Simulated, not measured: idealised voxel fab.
You're looking at the process module voxel released beams.
The width of the displayed cross-section, cut, is 190 nm; its cells are square, with a size of 5 nm.
For the purposes of this document, a cross-section shall be understood as a grid of square cells, specified as bands listed in top-to-bottom order, each band consisting of one or more rows of cells. Each band's line starts with the height of the band's top and of its bottom, in nm. Then come its materials from left to right, each with its width in nm. One material with "full width" fills the band from edge to edge. "empty" is empty space. Heights from 0 (as-received wafer is one material below). Bottom band endless downward, as "0 down". Per-row width for "30->40": begins at first number (top row of band), ends at second number (bottom row), increment between rows held constant. It should be understood that the words "no alterations made", when stated for a given step, signify that the cross-section underwent no change in any of its cells during that step. The entry "Unvented cavities" lists the empty spaces that cover at least 8 cells and have no open path to the top. Each is written as width x height at distance, where the distance is measured from the left edge and all three values are in nm. Step line, after settings: the simulator's comment on this step. overlay nm: mask offset rightward from planned place, masked step; negative means leftward offset.

**Here's what the planned process steps look like**
1: RECEIVE: material Si
2: CONFORMAL_DEP: material SiN, thk nm 10
3: DIRECTIONAL_DEP: material SiO2, thk nm 10
4: DIRECTIONAL_DEP: material aC, thk nm 15
5: PATTERN: tone open, mask id ANCHOR, material resist, width nm 35, thk nm 35, overlay nm 0
6: DIRECTIONAL_ETCH: etch materials aC, depth nm 15
7: STRIP: etch materials resist
8: DIRECTIONAL_ETCH: etch materials SiO2, depth nm 10
9: STRIP: etch materials aC
10: CONFORMAL_DEP: material TiN, thk nm 10
11: DIRECTIONAL_DEP: material aC, thk nm 10
12: PATTERN: tone cover, mask id BEAM, material resist, width nm 100, thk nm 30, overlay nm 0
13: DIRECTIONAL_ETCH: etch materials aC, depth nm 10
14: STRIP: etch materials resist
15: DIRECTIONAL_ETCH: etch materials TiN, depth nm 10
16: STRIP: etch materials aC
17: STRIP: etch materials SiO2

**The cross-section here shows the wafer as received, i.e. in its state after step 1**
- 0 down | Si full width
- Unvented cavities: none

**End-of-module XS, first of two wafers, run as planned**
- 30 to 20 | empty 40 nm  TiN 15 nm  empty 15 nm  TiN 70 nm  empty 50 nm
- 20 to 10 | empty 45 nm  TiN 35 nm  empty 110 nm
- 10 to 0 | SiN full width
- 0 down | Si full width
- Unvented cavities: none

**Module end: cross-section of wafer two of two. Same start and process plan as the first wafer. One mistake during execution**
- 30 to 20 | empty 40 nm  TiN 100 nm  empty 50 nm
- 20 to 0 | SiN full width
- 0 down | Si full width
- Unvented cavities: none
What went wrong in running the wafer? step 3 did not happen as planned, as run it was DIRECTIONAL_DEP: material SiN, thk nm 10
It is noted that, at the conclusion of processing, the second wafer exhibits a higher or lower cell count for certain materials relative to the first: 76 more of SiN, 8 fewer of TiN
